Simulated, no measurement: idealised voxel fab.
Proc. module: voxel fin reveal
Each square cell in cross-section cut measures 5 nm, and the section as a whole is 250 nm wide.
A cross-section is a grid of square cells, given in bands from the top down. A band is one or more rows of cells.
Basically the band line says how high the top is and how high the bottom is, in nm, and then what's in it from left to right, every material with its width in nm. Empty space shows up as "air", and if a single material carries "throughout" it runs the full band edge to edge.
Note: height 0 marks the level under which the wafer is uniformly one material as received. Lowest band unbounded below, written "0..down".
Width: "30->40" (first number = top row, second number = bottom row, same change from row to row of cells).
Step marked "remained unchanged"? Then no cell in the cross-section changed in it.
Reported under the label "Sealed void list" are the empty spaces having no open way to the top and comprising 8 cells or more; the notation for each is width x height at distance, in which the distance is measured from the left edge and all three values are in nm.
Heads up: the bit after the settings on a step's line is the simulator's remark on that step.
overlay nm: on a step with a mask, how far right of its planned place the mask lay; negative means left.
So here's the lineup of process steps we planned
step 1: RECEIVE, material Si
step 2: CONFORMAL_DEP, material SiN, thk nm 5
step 3: DIRECTIONAL_DEP, material aC, thk nm 15
step 4: PATTERN, tone cover, mask id FINS, material resist, width nm 15, pitch nm 35, thk nm 35, overlay nm 0
step 5: DIRECTIONAL_ETCH, etch materials aC, depth nm 15
step 6: STRIP, etch materials resist
step 7: DIRECTIONAL_ETCH, etch materials SiN, depth nm 5
step 8: DIRECTIONAL_ETCH, etch materials Si, depth nm 30
step 9: STRIP, etch materials aC
step 10: FILL_DEP, material SiO2, thk nm 5
step 11: CMP, height nm 5
step 12: SELECTIVE_ETCH, etch materials SiO2, depth nm 25
step 13: STRIP, etch materials SiN
step 14: CONFORMAL_DEP, material HfO2, thk nm 5
Concerning the first of two wafers, which was run in accordance with the plan
Wafer at receipt (post step 1), cross-section
  0..down  Si throughout
  Sealed void list: none
Upon completion of step 2, the wafer appears in cross-section as shown
  5..0  SiN throughout
  Anything lower than 0 is untouched.
Upon completion of step 3, the wafer appears in cross-section as shown
  20..5  aC throughout
  Anything lower than 5 is untouched.
Upon completion of step 4, the wafer appears in cross-section as shown
  55..20  air: 65 / resist: 15 / air: 20 / resist: 15 / air: 20 / resist: 15 / air: 20 / resist: 15 / air: 65
  Anything lower than 20 is untouched.
Upon completion of step 5, the wafer appears in cross-section as shown
  40..20  air: 65 / resist: 15 / air: 20 / resist: 15 / air: 20 / resist: 15 / air: 20 / resist: 15 / air: 65
  20..5  air: 65 / aC: 15 / air: 20 / aC: 15 / air: 20 / aC: 15 / air: 20 / aC: 15 / air: 65
  Anything lower than 5 is untouched.
Upon completion of step 6, the wafer appears in cross-section as shown
  20..5  air: 65 / aC: 15 / air: 20 / aC: 15 / air: 20 / aC: 15 / air: 20 / aC: 15 / air: 65
  Anything lower than 5 is untouched.
Upon completion of step 7, the wafer appears in cross-section as shown
  20..5  air: 65 / aC: 15 / air: 20 / aC: 15 / air: 20 / aC: 15 / air: 20 / aC: 15 / air: 65
  5..0  air: 65 / SiN: 15 / air: 20 / SiN: 15 / air: 20 / SiN: 15 / air: 20 / SiN: 15 / air: 65
  Anything lower than 0 is untouched.
Upon completion of step 8, the wafer appears in cross-section as shown
  20..5  air: 65 / aC: 15 / air: 20 / aC: 15 / air: 20 / aC: 15 / air: 20 / aC: 15 / air: 65
  5..0  air: 65 / SiN: 15 / air: 20 / SiN: 15 / air: 20 / SiN: 15 / air: 20 / SiN: 15 / air: 65
  0..-30  air: 65 / Si: 15 / air: 20 / Si: 15 / air: 20 / Si: 15 / air: 20 / Si: 15 / air: 65
  Anything lower than -30 is untouched.
Upon completion of step 9, the wafer appears in cross-section as shown
  5..0  air: 65 / SiN: 15 / air: 20 / SiN: 15 / air: 20 / SiN: 15 / air: 20 / SiN: 15 / air: 65
  Anything lower than 0 is untouched.
Upon completion of step 10, the wafer appears in cross-section as shown
  10..5  SiO2 throughout
  5..0  SiO2: 65 / SiN: 15 / SiO2: 20 / SiN: 15 / SiO2: 20 / SiN: 15 / SiO2: 20 / SiN: 15 / SiO2: 65
  0..-30  SiO2: 65 / Si: 15 / SiO2: 20 / Si: 15 / SiO2: 20 / Si: 15 / SiO2: 20 / Si: 15 / SiO2: 65
  Anything lower than -30 is untouched.
Upon completion of step 11, the wafer appears in cross-section as shown
  5..0  SiO2: 65 / SiN: 15 / SiO2: 20 / SiN: 15 / SiO2: 20 / SiN: 15 / SiO2: 20 / SiN: 15 / SiO2: 65
  Anything lower than 0 is untouched.
Upon completion of step 12, the wafer appears in cross-section as shown
  5..0  air: 65 / SiN: 15 / air: 20 / SiN: 15 / air: 20 / SiN: 15 / air: 20 / SiN: 15 / air: 65
  0..-20  air: 65 / Si: 15 / air: 20 / Si: 15 / air: 20 / Si: 15 / air: 20 / Si: 15 / air: 65
  Anything lower than -20 is untouched.
Upon completion of step 13, the wafer appears in cross-section as shown
  0..-20  air: 65 / Si: 15 / air: 20 / Si: 15 / air: 20 / Si: 15 / air: 20 / Si: 15 / air: 65
  Anything lower than -20 is untouched.
Upon completion of step 14, the wafer appears in cross-section as shown
  5..0  air: 60 / HfO2: 25 / air: 10 / HfO2: 25 / air: 10 / HfO2: 25 / air: 10 / HfO2: 25 / air: 60
  0..-15  air: 60 / HfO2: 5 / Si: 15 / HfO2: 5 / air: 10 / HfO2: 5 / Si: 15 / HfO2: 5 / air: 10 / HfO2: 5 / Si: 15 / HfO2: 5 / air: 10 / HfO2: 5 / Si: 15 / HfO2: 5 / air: 60
  -15..-20  HfO2: 65 / Si: 15 / HfO2: 20 / Si: 15 / HfO2: 20 / Si: 15 / HfO2: 20 / Si: 15 / HfO2: 65
  Anything lower than -20 is untouched.
Wafer two: like wafer one in start and plan, but with one mistake in execution; identical up to and including step 3
Cross-section of the second wafer corresponding to the planned conclusion of step 4
  55..20  air: 75 / resist: 15 / air: 20 / resist: 15 / air: 20 / resist: 15 / air: 20 / resist: 15 / air: 55
  Anything lower than 20 is untouched.
Cross-section of the second wafer corresponding to the planned conclusion of step 5
  40..20  air: 75 / resist: 15 / air: 20 / resist: 15 / air: 20 / resist: 15 / air: 20 / resist: 15 / air: 55
  20..5  air: 75 / aC: 15 / air: 20 / aC: 15 / air: 20 / aC: 15 / air: 20 / aC: 15 / air: 55
  Anything lower than 5 is untouched.
Cross-section of the second wafer corresponding to the planned conclusion of step 6
  20..5  air: 75 / aC: 15 / air: 20 / aC: 15 / air: 20 / aC: 15 / air: 20 / aC: 15 / air: 55
  Anything lower than 5 is untouched.
Cross-section of the second wafer corresponding to the planned conclusion of step 7
  20..5  air: 75 / aC: 15 / air: 20 / aC: 15 / air: 20 / aC: 15 / air: 20 / aC: 15 / air: 55
  5..0  air: 75 / SiN: 15 / air: 20 / SiN: 15 / air: 20 / SiN: 15 / air: 20 / SiN: 15 / air: 55
  Anything lower than 0 is untouched.
Cross-section of the second wafer corresponding to the planned conclusion of step 8
  20..5  air: 75 / aC: 15 / air: 20 / aC: 15 / air: 20 / aC: 15 / air: 20 / aC: 15 / air: 55
  5..0  air: 75 / SiN: 15 / air: 20 / SiN: 15 / air: 20 / SiN: 15 / air: 20 / SiN: 15 / air: 55
  0..-30  air: 75 / Si: 15 / air: 20 / Si: 15 / air: 20 / Si: 15 / air: 20 / Si: 15 / air: 55
  Anything lower than -30 is untouched.
Cross-section of the second wafer corresponding to the planned conclusion of step 9
  5..0  air: 75 / SiN: 15 / air: 20 / SiN: 15 / air: 20 / SiN: 15 / air: 20 / SiN: 15 / air: 55
  Anything lower than 0 is untouched.
Cross-section of the second wafer corresponding to the planned conclusion of step 10
  10..5  SiO2 throughout
  5..0  SiO2: 75 / SiN: 15 / SiO2: 20 / SiN: 15 / SiO2: 20 / SiN: 15 / SiO2: 20 / SiN: 15 / SiO2: 55
  0..-30  SiO2: 75 / Si: 15 / SiO2: 20 / Si: 15 / SiO2: 20 / Si: 15 / SiO2: 20 / Si: 15 / SiO2: 55
  Anything lower than -30 is untouched.
Cross-section of the second wafer corresponding to the planned conclusion of step 11
  5..0  SiO2: 75 / SiN: 15 / SiO2: 20 / SiN: 15 / SiO2: 20 / SiN: 15 / SiO2: 20 / SiN: 15 / SiO2: 55
  Anything lower than 0 is untouched.
Cross-section of the second wafer corresponding to the planned conclusion of step 12
  5..0  air: 75 / SiN: 15 / air: 20 / SiN: 15 / air: 20 / SiN: 15 / air: 20 / SiN: 15 / air: 55
  0..-20  air: 75 / Si: 15 / air: 20 / Si: 15 / air: 20 / Si: 15 / air: 20 / Si: 15 / air: 55
  Anything lower than -20 is untouched.
Cross-section of the second wafer corresponding to the planned conclusion of step 13
  0..-20  air: 75 / Si: 15 / air: 20 / Si: 15 / air: 20 / Si: 15 / air: 20 / Si: 15 / air: 55
  Anything lower than -20 is untouched.
Cross-section of the second wafer corresponding to the planned conclusion of step 14
  5..0  air: 70 / HfO2: 25 / air: 10 / HfO2: 25 / air: 10 / HfO2: 25 / air: 10 / HfO2: 25 / air: 50
  0..-15  air: 70 / HfO2: 5 / Si: 15 / HfO2: 5 / air: 10 / HfO2: 5 / Si: 15 / HfO2: 5 / air: 10 / HfO2: 5 / Si: 15 / HfO2: 5 / air: 10 / HfO2: 5 / Si: 15 / HfO2: 5 / air: 50
  -15..-20  HfO2: 75 / Si: 15 / HfO2: 20 / Si: 15 / HfO2: 20 / Si: 15 / HfO2: 20 / Si: 15 / HfO2: 55
  Anything lower than -20 is untouched.
Where did the run depart from the plan? step 4, actual vs plan mismatch, actual run PATTERN, tone cover, mask id FINS, material resist, width nm 15, pitch nm 35, thk nm 35, overlay nm 10
Final wafers compared: equal cell tally per material, rearranged layout.
